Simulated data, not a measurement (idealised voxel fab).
The process module that follows is named voxel gate over fins.
FYI the section here is cut, 245 nm wide, cells are 5 nm squares.
Reading order for cross-sections: top band down to bottom band. Underlying form: a grid of square cells. Band size: one or more rows of cells.
First you get the band's top height and its bottom height, in nm, and then the materials it's made of, left to right, with each width in nm. If you see a single material with "all across", that one covers the band edge to edge. "blank" is empty space.
Heads up on the height convention: 0 is the point under which the incoming wafer is all one material, and the lowest band has no bottom, it just keeps going down, like "0 and below".
The notation "30 to 40" denotes a width that varies across the rows of cells in the band, beginning at the first number in the top row, finishing at the second number in the bottom row, and changing by an identical amount from each row to the next.
Take "nothing got changed" at face value: in the step it is given for, the cross-section changed in none of its cells.
"Completely enclosed voids" enumerates empty spaces isolated from the top, with no open way to it, that contain at least 8 cells, giving each as width x height at distance from the left edge, all three in nm.
after a step's settings: what the simulator itself notes on the step
The setting "overlay nm" may be written on the line of a step. When the step uses a mask, the value reports how far to the right of the planned place the mask lay, and a negative value reports that it lay to the left.
Set out below are the planned steps of the process:
- 1: RECEIVE,material Si
- 2: CONFORMAL_DEP,material SiN,thk nm 10
- 3: PATTERN,tone cover,mask id FINS,material resist,width nm 15,pitch nm 50,thk nm 15,overlay nm 0
- 4: DIRECTIONAL_ETCH,etch materials SiN,depth nm 5
- 5: DIRECTIONAL_ETCH,etch materials Si,depth nm 40
- 6: STRIP,etch materials resist
- 7: FILL_DEP,material SiO2,thk nm 10
- 8: CMP,height nm 10
- 9: PATTERN,tone open,mask id RAIL,material resist,width nm 15,thk nm 15,overlay nm 0
- 10: DIRECTIONAL_ETCH,etch materials SiO2,depth nm 45
- 11: STRIP,etch materials resist
- 12: CONFORMAL_DEP,material TiN,thk nm 5
- 13: FILL_DEP,material W,thk nm 10
- 14: CMP,height nm 10
- 15: SELECTIVE_ETCH,etch materials W Ru TiN,depth nm 30
- 16: FILL_DEP,material SiO2,thk nm 5
- 17: CMP,height nm 10
- 18: SELECTIVE_ETCH,etch materials SiO2,depth nm 20
- 19: STRIP,etch materials SiN
- 20: CONFORMAL_DEP,material HfO2,thk nm 5
- 21: CONFORMAL_DEP,material TiN,thk nm 5
- 22: CONFORMAL_DEP,material TiAl,thk nm 5
- 23: CONFORMAL_DEP,material TiN,thk nm 5
- 24: FILL_DEP,material W,thk nm 10
- 25: CMP,height nm 25
- 26: CONFORMAL_DEP,material SiN,thk nm 10
What sets these wafers apart? The depth nm at step 4. They all start alike, and the plan carries the first wafer's value.
Incoming state of the first of several wafers in cross-section: after step 1:
* 0 and below = Si all across
* Completely enclosed voids: none
Below: a row per wafer. Contents at end of module: for every material, cells gained since receipt (+) or lost since receipt (-); then closed voids:
depth nm 5; +49 HfO2; +98 SiN; +49 TiAl; +98 TiN; +49 W; Completely enclosed voids: none
depth nm 10; +61 HfO2; -320 Si; +98 SiN; +231 SiO2; +61 TiAl; +125 TiN; +87 W; Completely enclosed voids: none
depth nm 15; +61 HfO2; -320 Si; +98 SiN; +231 SiO2; +61 TiAl; +125 TiN; +87 W; Completely enclosed voids: none
depth nm 20; +61 HfO2; -320 Si; +98 SiN; +231 SiO2; +61 TiAl; +125 TiN; +87 W; Completely enclosed voids: none
depth nm 25; +61 HfO2; -320 Si; +98 SiN; +231 SiO2; +61 TiAl; +125 TiN; +87 W; Completely enclosed voids: none
